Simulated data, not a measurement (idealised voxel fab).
A process module follows: voxel wiring stack.
Xsec cut, 200 nm wide, square cell size 5 nm.
Cross-section, as written here: a square-cell grid given band by band from the top down, where a band holds one or more rows of cells.
Within each band entry, the heights of the top and of the bottom of the band appear first, in that order and in nm; the materials of the band then follow from left to right, each with its corresponding width in nm. The designation "throughout" on a single material indicates that it fills the band from edge to edge; the designation "blank" indicates empty space.
We count height from 0. Below that, the starting wafer is all one material. The lowest band never ends at the bottom but goes on down; see "0 nm and below" for how that is written.
Width spec "30->40" -> top row of cells at first value, bottom row at second value, equal per-row change in between.
Key: "stayed the same" - step with no changed cell in the cross-section.
"Sealed void list" specifies each empty space that is not open to the top and that occupies no fewer than 8 cells, using the form width x height at distance, the distance measured from the left edge and all three quantities in nm.
Post-settings text on a step line: simulator's own remark regarding the step.
Among the settings permitted on a step's line is "overlay nm"; applied to a step with a mask, it specifies the extent to which the mask lay to the right of its planned position, whereas a negative figure signifies a position to the left.

The process steps that were planned are listed below:
1,op RECEIVE | material Si
2,op CONFORMAL_DEP | material SiO2 | thk nm 15
3,op CONFORMAL_DEP | material SiN | thk nm 5
4,op DIRECTIONAL_DEP | material SiO2 | thk nm 15
5,op DIRECTIONAL_DEP | material aC | thk nm 15
6,op PATTERN | tone open | mask id METAL_1 | material resist | width nm 25 | pitch nm 55 | thk nm 30 | overlay nm 0
7,op DIRECTIONAL_ETCH | etch materials aC | depth nm 15
8,op STRIP | etch materials resist
9,op DIRECTIONAL_ETCH | etch materials SiO2 | depth nm 15
10,op DIRECTIONAL_ETCH | etch materials SiN | depth nm 5
11,op STRIP | etch materials aC
12,op CONFORMAL_DEP | material TiN | thk nm 5
13,op FILL_DEP | material Cu | thk nm 5
14,op CMP | height nm 35
15,op EPI | material Ru | thk nm 5
16,op FILL_DEP | material SiCN | thk nm 5
17,op DIRECTIONAL_DEP | material lowk | thk nm 20
18,op DIRECTIONAL_DEP | material aC | thk nm 15
19,op PATTERN | tone open | mask id PLUG_1 | material resist | width nm 15 | pitch nm 110 | thk nm 30 | overlay nm 0
20,op DIRECTIONAL_ETCH | etch materials aC | depth nm 15
21,op STRIP | etch materials resist
22,op DIRECTIONAL_ETCH | etch materials lowk | depth nm 20
23,op DIRECTIONAL_ETCH | etch materials SiCN | depth nm 5
24,op STRIP | etch materials aC
25,op EPI | material Ru | thk nm 10
26,op EPI | material Ru | thk nm 10
27,op EPI | material Ru | thk nm 5
28,op CONFORMAL_DEP | material SiN | thk nm 5
29,op DIRECTIONAL_DEP | material lowk | thk nm 20
30,op MASKED_ETCH | tone open | mask id METAL_2 | width nm 25 | pitch nm 55 | etch materials lowk | depth nm 20 | overlay nm 0
31,op MASKED_ETCH | tone open | mask id METAL_2 | width nm 25 | pitch nm 55 | etch materials SiN | depth nm 5 | overlay nm 0
32,op CONFORMAL_DEP | material TiN | thk nm 5
33,op FILL_DEP | material Ru | thk nm 5
34,op CMP | height nm 90
35,op EPI | material Ru | thk nm 5
36,op FILL_DEP | material SiCN | thk nm 5
37,op DIRECTIONAL_DEP | material lowk | thk nm 30
38,op PATTERN | tone open | mask id METAL_3_HOLES | material resist | width nm 15 | pitch nm 110 | thk nm 15 | overlay nm 0
39,op DIRECTIONAL_ETCH | etch materials lowk | depth nm 30
40,op STRIP | etch materials resist
41,op MASKED_ETCH | tone open | mask id METAL_3 | width nm 25 | pitch nm 55 | etch materials lowk | depth nm 15 | overlay nm 0
42,op MASKED_ETCH | tone open | mask id METAL_3 | width nm 25 | pitch nm 55 | etch materials SiCN | depth nm 5 | overlay nm 0
43,op CONFORMAL_DEP | material TiN | thk nm 5
44,op FILL_DEP | material Cu | thk nm 10
45,op CMP | height nm 130
46,op CONFORMAL_DEP | material SiCN | thk nm 5
47,op DIRECTIONAL_DEP | material SiO2 | thk nm 20
48,op MASKED_ETCH | tone open | mask id PLUG_3 | width nm 15 | pitch nm 110 | etch materials SiO2 | depth nm 20 | overlay nm 0
49,op MASKED_ETCH | tone open | mask id PLUG_3 | width nm 15 | pitch nm 110 | etch materials SiCN | depth nm 5 | overlay nm 0
50,op EPI | material Ru | thk nm 10
51,op EPI | material Ru | thk nm 10
52,op EPI | material Ru | thk nm 5
53,op CONFORMAL_DEP | material SiN | thk nm 5
54,op DIRECTIONAL_DEP | material SiO2 | thk nm 25
55,op PATTERN | tone open | mask id METAL_4 | material resist | width nm 25 | pitch nm 55 | thk nm 20 | overlay nm 0
56,op DIRECTIONAL_ETCH | etch materials SiO2 | depth nm 25
57,op DIRECTIONAL_ETCH | etch materials SiN | depth nm 5
58,op STRIP | etch materials resist
59,op CONFORMAL_DEP | material TiN | thk nm 5
60,op FILL_DEP | material Cu | thk nm 5
61,op CMP | height nm 185
62,op CONFORMAL_DEP | material SiN | thk nm 5

Of two wafers, the first: run according to plan:

So this is the incoming wafer in cross-section - it's already been through step 1:
* 0 nm and below: Si throughout
* Sealed void list: none

So this is the wafer cross-section right after step 2:
* 15 nm to 0 nm: SiO2 throughout
* Under the height 0 nothing was changed.

So this is the wafer cross-section right after step 3:
* 20 nm to 15 nm: SiN throughout
* Under the height 15 nothing was changed.

So this is the wafer cross-section right after step 4:
* 35 nm to 20 nm: SiO2 throughout
* Under the height 20 nothing was changed.

So this is the wafer cross-section right after step 5:
* 50 nm to 35 nm: aC throughout
* Under the height 35 nothing was changed.

So this is the wafer cross-section right after step 6:
* 80 nm to 50 nm: resist=30  blank=25  resist=30  blank=25  resist=30  blank=25  resist=35
* Under the height 50 nothing was changed.

So this is the wafer cross-section right after step 7:
* 65 nm to 50 nm: resist=30  blank=25  resist=30  blank=25  resist=30  blank=25  resist=35
* 50 nm to 35 nm: aC=30  blank=25  aC=30  blank=25  aC=30  blank=25  aC=35
* Under the height 35 nothing was changed.

So this is the wafer cross-section right after step 8:
* 50 nm to 35 nm: aC=30  blank=25  aC=30  blank=25  aC=30  blank=25  aC=35
* Under the height 35 nothing was changed.

So this is the wafer cross-section right after step 9:
* 50 nm to 35 nm: aC=30  blank=25  aC=30  blank=25  aC=30  blank=25  aC=35
* 35 nm to 20 nm: SiO2=30  blank=25  SiO2=30  blank=25  SiO2=30  blank=25  SiO2=35
* Under the height 20 nothing was changed.

So this is the wafer cross-section right after step 10:
* 50 nm to 35 nm: aC=30  blank=25  aC=30  blank=25  aC=30  blank=25  aC=35
* 35 nm to 20 nm: SiO2=30  blank=25  SiO2=30  blank=25  SiO2=30  blank=25  SiO2=35
* 20 nm to 15 nm: SiN=30  blank=25  SiN=30  blank=25  SiN=30  blank=25  SiN=35
* Under the height 15 nothing was changed.

So this is the wafer cross-section right after step 11:
* 35 nm to 20 nm: SiO2=30  blank=25  SiO2=30  blank=25  SiO2=30  blank=25  SiO2=35
* Under the height 20 nothing was changed.

So this is the wafer cross-section right after step 12:
* 40 nm to 35 nm: TiN=35  blank=15  TiN=40  blank=15  TiN=40  blank=15  TiN=40
* 35 nm to 20 nm: SiO2=30  TiN=5  blank=15  TiN=5  SiO2=30  TiN=5  blank=15  TiN=5  SiO2=30  TiN=5  blank=15  TiN=5  SiO2=35
* 20 nm to 15 nm: SiN=30  TiN=25  SiN=30  TiN=25  SiN=30  TiN=25  SiN=35
* Under the height 15 nothing was changed.

So this is the wafer cross-section right after step 13:
* 45 nm to 40 nm: Cu throughout
* 40 nm to 35 nm: TiN=35  Cu=15  TiN=40  Cu=15  TiN=40  Cu=15  TiN=40
* 35 nm to 20 nm: SiO2=30  TiN=5  Cu=15  TiN=5  SiO2=30  TiN=5  Cu=15  TiN=5  SiO2=30  TiN=5  Cu=15  TiN=5  SiO2=35
* Under the height 20 nothing was changed.

So this is the wafer cross-section right after step 14:
* 35 nm to 20 nm: SiO2=30  TiN=5  Cu=15  TiN=5  SiO2=30  TiN=5  Cu=15  TiN=5  SiO2=30  TiN=5  Cu=15  TiN=5  SiO2=35
* Under the height 20 nothing was changed.

So this is the wafer cross-section right after step 15:
* 40 nm to 35 nm: blank=25  Ru=35  blank=20  Ru=35  blank=20  Ru=35  blank=30
* Under the height 35 nothing was changed.

So this is the wafer cross-section right after step 16:
* 45 nm to 40 nm: SiCN throughout
* 40 nm to 35 nm: SiCN=25  Ru=35  SiCN=20  Ru=35  SiCN=20  Ru=35  SiCN=30
* Under the height 35 nothing was changed.

So this is the wafer cross-section right after step 17:
* 65 nm to 45 nm: lowk throughout
* Under the height 45 nothing was changed.

So this is the wafer cross-section right after step 18:
* 80 nm to 65 nm: aC throughout
* Under the height 65 nothing was changed.

So this is the wafer cross-section right after step 19:
* 110 nm to 80 nm: resist=30  blank=15  resist=95  blank=15  resist=45
* Under the height 80 nothing was changed.

So this is the wafer cross-section right after step 20:
* 95 nm to 80 nm: resist=30  blank=15  resist=95  blank=15  resist=45
* 80 nm to 65 nm: aC=30  blank=15  aC=95  blank=15  aC=45
* Under the height 65 nothing was changed.

So this is the wafer cross-section right after step 21:
* 80 nm to 65 nm: aC=30  blank=15  aC=95  blank=15  aC=45
* Under the height 65 nothing was changed.

So this is the wafer cross-section right after step 22:
* 80 nm to 65 nm: aC=30  blank=15  aC=95  blank=15  aC=45
* 65 nm to 45 nm: lowk=30  blank=15  lowk=95  blank=15  lowk=45
* Under the height 45 nothing was changed.

So this is the wafer cross-section right after step 23:
* 80 nm to 65 nm: aC=30  blank=15  aC=95  blank=15  aC=45
* 65 nm to 45 nm: lowk=30  blank=15  lowk=95  blank=15  lowk=45
* 45 nm to 40 nm: SiCN=30  blank=15  SiCN=95  blank=15  SiCN=45
* Under the height 40 nothing was changed.

So this is the wafer cross-section right after step 24:
* 65 nm to 45 nm: lowk=30  blank=15  lowk=95  blank=15  lowk=45
* Under the height 45 nothing was changed.

So this is the wafer cross-section right after step 25:
* 65 nm to 50 nm: lowk=30  blank=15  lowk=95  blank=15  lowk=45
* 50 nm to 45 nm: lowk=30  Ru=15  lowk=95  Ru=15  lowk=45
* 45 nm to 40 nm: SiCN=30  Ru=15  SiCN=95  Ru=15  SiCN=45
* Under the height 40 nothing was changed.

So this is the wafer cross-section right after step 26:
* 65 nm to 60 nm: lowk=30  blank=15  lowk=95  blank=15  lowk=45
* 60 nm to 45 nm: lowk=30  Ru=15  lowk=95  Ru=15  lowk=45
* Under the height 45 nothing was changed.

So this is the wafer cross-section right after step 27:
* 65 nm to 45 nm: lowk=30  Ru=15  lowk=95  Ru=15  lowk=45
* Under the height 45 nothing was changed.

So this is the wafer cross-section right after step 28:
* 70 nm to 65 nm: SiN throughout
* Under the height 65 nothing was changed.

So this is the wafer cross-section right after step 29:
* 90 nm to 70 nm: lowk throughout
* Under the height 70 nothing was changed.

So this is the wafer cross-section right after step 30:
* 90 nm to 70 nm: lowk=30  blank=25  lowk=30  blank=25  lowk=30  blank=25  lowk=35
* Under the height 70 nothing was changed.

So this is the wafer cross-section right after step 31:
* 90 nm to 70 nm: lowk=30  blank=25  lowk=30  blank=25  lowk=30  blank=25  lowk=35
* 70 nm to 65 nm: SiN=30  blank=25  SiN=30  blank=25  SiN=30  blank=25  SiN=35
* Under the height 65 nothing was changed.

So this is the wafer cross-section right after step 32:
* 95 nm to 90 nm: TiN=35  blank=15  TiN=40  blank=15  TiN=40  blank=15  TiN=40
* 90 nm to 70 nm: lowk=30  TiN=5  blank=15  TiN=5  lowk=30  TiN=5  blank=15  TiN=5  lowk=30  TiN=5  blank=15  TiN=5  lowk=35
* 70 nm to 65 nm: SiN=30  TiN=25  SiN=30  TiN=25  SiN=30  TiN=25  SiN=35
* Under the height 65 nothing was changed.

So this is the wafer cross-section right after step 33:
* 100 nm to 95 nm: Ru throughout
* 95 nm to 90 nm: TiN=35  Ru=15  TiN=40  Ru=15  TiN=40  Ru=15  TiN=40
* 90 nm to 70 nm: lowk=30  TiN=5  Ru=15  TiN=5  lowk=30  TiN=5  Ru=15  TiN=5  lowk=30  TiN=5  Ru=15  TiN=5  lowk=35
* Under the height 70 nothing was changed.

So this is the wafer cross-section right after step 34:
* 90 nm to 70 nm: lowk=30  TiN=5  Ru=15  TiN=5  lowk=30  TiN=5  Ru=15  TiN=5  lowk=30  TiN=5  Ru=15  TiN=5  lowk=35
* Under the height 70 nothing was changed.

So this is the wafer cross-section right after step 35:
* 95 nm to 90 nm: blank=25  Ru=35  blank=20  Ru=35  blank=20  Ru=35  blank=30
* Under the height 90 nothing was changed.

So this is the wafer cross-section right after step 36:
* 100 nm to 95 nm: SiCN throughout
* 95 nm to 90 nm: SiCN=25  Ru=35  SiCN=20  Ru=35  SiCN=20  Ru=35  SiCN=30
* Under the height 90 nothing was changed.

So this is the wafer cross-section right after step 37:
* 130 nm to 100 nm: lowk throughout
* Under the height 100 nothing was changed.

So this is the wafer cross-section right after step 38:
* 145 nm to 130 nm: resist=30  blank=15  resist=95  blank=15  resist=45
* Under the height 130 nothing was changed.

So this is the wafer cross-section right after step 39:
* 145 nm to 130 nm: resist=30  blank=15  resist=95  blank=15  resist=45
* 130 nm to 100 nm: lowk=30  blank=15  lowk=95  blank=15  lowk=45
* Under the height 100 nothing was changed.

So this is the wafer cross-section right after step 40:
* 130 nm to 100 nm: lowk=30  blank=15  lowk=95  blank=15  lowk=45
* Under the height 100 nothing was changed.

So this is the wafer cross-section right after step 41:
* 130 nm to 115 nm: lowk=30  blank=25  lowk=30  blank=25  lowk=30  blank=25  lowk=35
* Under the height 115 nothing was changed.

So this is the wafer cross-section right after step 42:
* 130 nm to 115 nm: lowk=30  blank=25  lowk=30  blank=25  lowk=30  blank=25  lowk=35
* 115 nm to 100 nm: lowk=30  blank=15  lowk=95  blank=15  lowk=45
* 100 nm to 95 nm: SiCN=30  blank=15  SiCN=95  blank=15  SiCN=45
* Under the height 95 nothing was changed.

So this is the wafer cross-section right after step 43:
* 135 nm to 130 nm: TiN=35  blank=15  TiN=40  blank=15  TiN=40  blank=15  TiN=40
* 130 nm to 120 nm: lowk=30  TiN=5  blank=15  TiN=5  lowk=30  TiN=5  blank=15  TiN=5  lowk=30  TiN=5  blank=15  TiN=5  lowk=35
* 120 nm to 115 nm: lowk=30  TiN=5  blank=5  TiN=15  lowk=30  TiN=25  lowk=30  TiN=5  blank=5  TiN=15  lowk=35
* 115 nm to 100 nm: lowk=30  TiN=5  blank=5  TiN=5  lowk=95  TiN=5  blank=5  TiN=5  lowk=45
* 100 nm to 95 nm: SiCN=30  TiN=15  SiCN=95  TiN=15  SiCN=45
* Under the height 95 nothing was changed.

So this is the wafer cross-section right after step 44:
* 145 nm to 135 nm: Cu throughout
* 135 nm to 130 nm: TiN=35  Cu=15  TiN=40  Cu=15  TiN=40  Cu=15  TiN=40
* 130 nm to 120 nm: lowk=30  TiN=5  Cu=15  TiN=5  lowk=30  TiN=5  Cu=15  TiN=5  lowk=30  TiN=5  Cu=15  TiN=5  lowk=35
* 120 nm to 115 nm: lowk=30  TiN=5  Cu=5  TiN=15  lowk=30  TiN=25  lowk=30  TiN=5  Cu=5  TiN=15  lowk=35
* 115 nm to 100 nm: lowk=30  TiN=5  Cu=5  TiN=5  lowk=95  TiN=5  Cu=5  TiN=5  lowk=45
* Under the height 100 nothing was changed.

So this is the wafer cross-section right after step 45:
* 130 nm to 120 nm: lowk=30  TiN=5  Cu=15  TiN=5  lowk=30  TiN=5  Cu=15  TiN=5  lowk=30  TiN=5  Cu=15  TiN=5  lowk=35
* Under the height 120 nothing was changed.

So this is the wafer cross-section right after step 46:
* 135 nm to 130 nm: SiCN throughout
* Under the height 130 nothing was changed.

So this is the wafer cross-section right after step 47:
* 155 nm to 135 nm: SiO2 throughout
* Under the height 135 nothing was changed.

So this is the wafer cross-section right after step 48:
* 155 nm to 135 nm: SiO2=30  blank=15  SiO2=95  blank=15  SiO2=45
* Under the height 135 nothing was changed.

So this is the wafer cross-section right after step 49:
* 155 nm to 135 nm: SiO2=30  blank=15  SiO2=95  blank=15  SiO2=45
* 135 nm to 130 nm: SiCN=30  blank=15  SiCN=95  blank=15  SiCN=45
* Under the height 130 nothing was changed.

So this is the wafer cross-section right after step 50:
* 155 nm to 140 nm: SiO2=30  blank=15  SiO2=95  blank=15  SiO2=45
* 140 nm to 135 nm: SiO2=30  Ru=15  SiO2=95  Ru=15  SiO2=45
* 135 nm to 130 nm: SiCN=30  Ru=15  SiCN=95  Ru=15  SiCN=45
* Under the height 130 nothing was changed.

So this is the wafer cross-section right after step 51:
* 155 nm to 150 nm: SiO2=30  blank=15  SiO2=95  blank=15  SiO2=45
* 150 nm to 135 nm: SiO2=30  Ru=15  SiO2=95  Ru=15  SiO2=45
* Under the height 135 nothing was changed.

So this is the wafer cross-section right after step 52:
* 155 nm to 135 nm: SiO2=30  Ru=15  SiO2=95  Ru=15  SiO2=45
* Under the height 135 nothing was changed.

So this is the wafer cross-section right after step 53:
* 160 nm to 155 nm: SiN throughout
* Under the height 155 nothing was changed.

So this is the wafer cross-section right after step 54:
* 185 nm to 160 nm: SiO2 throughout
* Under the height 160 nothing was changed.

So this is the wafer cross-section right after step 55:
* 205 nm to 185 nm: resist=30  blank=25  resist=30  blank=25  resist=30  blank=25  resist=35
* Under the height 185 nothing was changed.

So this is the wafer cross-section right after step 56:
* 205 nm to 185 nm: resist=30  blank=25  resist=30  blank=25  resist=30  blank=25  resist=35
* 185 nm to 160 nm: SiO2=30  blank=25  SiO2=30  blank=25  SiO2=30  blank=25  SiO2=35
* Under the height 160 nothing was changed.

So this is the wafer cross-section right after step 57:
* 205 nm to 185 nm: resist=30  blank=25  resist=30  blank=25  resist=30  blank=25  resist=35
* 185 nm to 160 nm: SiO2=30  blank=25  SiO2=30  blank=25  SiO2=30  blank=25  SiO2=35
* 160 nm to 155 nm: SiN=30  blank=25  SiN=30  blank=25  SiN=30  blank=25  SiN=35
* Under the height 155 nothing was changed.

So this is the wafer cross-section right after step 58:
* 185 nm to 160 nm: SiO2=30  blank=25  SiO2=30  blank=25  SiO2=30  blank=25  SiO2=35
* Under the height 160 nothing was changed.

So this is the wafer cross-section right after step 59:
* 190 nm to 185 nm: TiN=35  blank=15  TiN=40  blank=15  TiN=40  blank=15  TiN=40
* 185 nm to 160 nm: SiO2=30  TiN=5  blank=15  TiN=5  SiO2=30  TiN=5  blank=15  TiN=5  SiO2=30  TiN=5  blank=15  TiN=5  SiO2=35
* 160 nm to 155 nm: SiN=30  TiN=25  SiN=30  TiN=25  SiN=30  TiN=25  SiN=35
* Under the height 155 nothing was changed.

So this is the wafer cross-section right after step 60:
* 195 nm to 190 nm: Cu throughout
* 190 nm to 185 nm: TiN=35  Cu=15  TiN=40  Cu=15  TiN=40  Cu=15  TiN=40
* 185 nm to 160 nm: SiO2=30  TiN=5  Cu=15  TiN=5  SiO2=30  TiN=5  Cu=15  TiN=5  SiO2=30  TiN=5  Cu=15  TiN=5  SiO2=35
* Under the height 160 nothing was changed.

So this is the wafer cross-section right after step 61:
* 185 nm to 160 nm: SiO2=30  TiN=5  Cu=15  TiN=5  SiO2=30  TiN=5  Cu=15  TiN=5  SiO2=30  TiN=5  Cu=15  TiN=5  SiO2=35
* Under the height 160 nothing was changed.

So this is the wafer cross-section right after step 62:
* 190 nm to 185 nm: SiN throughout
* Under the height 185 nothing was changed.

Second wafer, same starting conditions and recipe as the first, one mistake in executing it, nothing differs from the first up to and including step 44:

Cross-section: second wafer, time at which step 45 was scheduled to end:
* 125 nm to 120 nm: lowk=30  TiN=5  Cu=15  TiN=5  lowk=30  TiN=5  Cu=15  TiN=5  lowk=30  TiN=5  Cu=15  TiN=5  lowk=35
* Under the height 120 nothing was changed.

Cross-section: second wafer, time at which step 46 was scheduled to end:
* 130 nm to 125 nm: SiCN throughout
* Under the height 125 nothing was changed.

Cross-section: second wafer, time at which step 47 was scheduled to end:
* 150 nm to 130 nm: SiO2 throughout
* Under the height 130 nothing was changed.

Cross-section: second wafer, time at which step 48 was scheduled to end:
* 150 nm to 130 nm: SiO2=30  blank=15  SiO2=95  blank=15  SiO2=45
* Under the height 130 nothing was changed.

Cross-section: second wafer, time at which step 49 was scheduled to end:
* 150 nm to 130 nm: SiO2=30  blank=15  SiO2=95  blank=15  SiO2=45
* 130 nm to 125 nm: SiCN=30  blank=15  SiCN=95  blank=15  SiCN=45
* Under the height 125 nothing was changed.

Cross-section: second wafer, time at which step 50 was scheduled to end:
* 150 nm to 135 nm: SiO2=30  blank=15  SiO2=95  blank=15  SiO2=45
* 135 nm to 130 nm: SiO2=30  Ru=15  SiO2=95  Ru=15  SiO2=45
* 130 nm to 125 nm: SiCN=30  Ru=15  SiCN=95  Ru=15  SiCN=45
* Under the height 125 nothing was changed.

Cross-section: second wafer, time at which step 51 was scheduled to end:
* 150 nm to 145 nm: SiO2=30  blank=15  SiO2=95  blank=15  SiO2=45
* 145 nm to 130 nm: SiO2=30  Ru=15  SiO2=95  Ru=15  SiO2=45
* Under the height 130 nothing was changed.

Cross-section: second wafer, time at which step 52 was scheduled to end:
* 150 nm to 130 nm: SiO2=30  Ru=15  SiO2=95  Ru=15  SiO2=45
* Under the height 130 nothing was changed.

Cross-section: second wafer, time at which step 53 was scheduled to end:
* 155 nm to 150 nm: SiN throughout
* Under the height 150 nothing was changed.

Cross-section: second wafer, time at which step 54 was scheduled to end:
* 180 nm to 155 nm: SiO2 throughout
* Under the height 155 nothing was changed.

Cross-section: second wafer, time at which step 55 was scheduled to end:
* 200 nm to 180 nm: resist=30  blank=25  resist=30  blank=25  resist=30  blank=25  resist=35
* Under the height 180 nothing was changed.

Cross-section: second wafer, time at which step 56 was scheduled to end:
* 200 nm to 180 nm: resist=30  blank=25  resist=30  blank=25  resist=30  blank=25  resist=35
* 180 nm to 155 nm: SiO2=30  blank=25  SiO2=30  blank=25  SiO2=30  blank=25  SiO2=35
* Under the height 155 nothing was changed.

Cross-section: second wafer, time at which step 57 was scheduled to end:
* 200 nm to 180 nm: resist=30  blank=25  resist=30  blank=25  resist=30  blank=25  resist=35
* 180 nm to 155 nm: SiO2=30  blank=25  SiO2=30  blank=25  SiO2=30  blank=25  SiO2=35
* 155 nm to 150 nm: SiN=30  blank=25  SiN=30  blank=25  SiN=30  blank=25  SiN=35
* Under the height 150 nothing was changed.

Cross-section: second wafer, time at which step 58 was scheduled to end:
* 180 nm to 155 nm: SiO2=30  blank=25  SiO2=30  blank=25  SiO2=30  blank=25  SiO2=35
* Under the height 155 nothing was changed.

Cross-section: second wafer, time at which step 59 was scheduled to end:
* 185 nm to 180 nm: TiN=35  blank=15  TiN=40  blank=15  TiN=40  blank=15  TiN=40
* 180 nm to 155 nm: SiO2=30  TiN=5  blank=15  TiN=5  SiO2=30  TiN=5  blank=15  TiN=5  SiO2=30  TiN=5  blank=15  TiN=5  SiO2=35
* 155 nm to 150 nm: SiN=30  TiN=25  SiN=30  TiN=25  SiN=30  TiN=25  SiN=35
* Under the height 150 nothing was changed.

Cross-section: second wafer, time at which step 60 was scheduled to end:
* 190 nm to 185 nm: Cu throughout
* 185 nm to 180 nm: TiN=35  Cu=15  TiN=40  Cu=15  TiN=40  Cu=15  TiN=40
* 180 nm to 155 nm: SiO2=30  TiN=5  Cu=15  TiN=5  SiO2=30  TiN=5  Cu=15  TiN=5  SiO2=30  TiN=5  Cu=15  TiN=5  SiO2=35
* Under the height 155 nothing was changed.

Cross-section: second wafer, time at which step 61 was scheduled to end:
* 185 nm to 180 nm: TiN=35  Cu=15  TiN=40  Cu=15  TiN=40  Cu=15  TiN=40
* Under the height 180 nothing was changed.

Cross-section: second wafer, time at which step 62 was scheduled to end:
* 190 nm to 185 nm: SiN throughout
* Under the height 185 nothing was changed.
Deviation from plan: step 45 changed vs plan, executed as op CMP | height nm 125
At the finish, the second wafer shows more or fewer cells for some materials than the first does: TiN: 25 more; lowk: 25 fewer
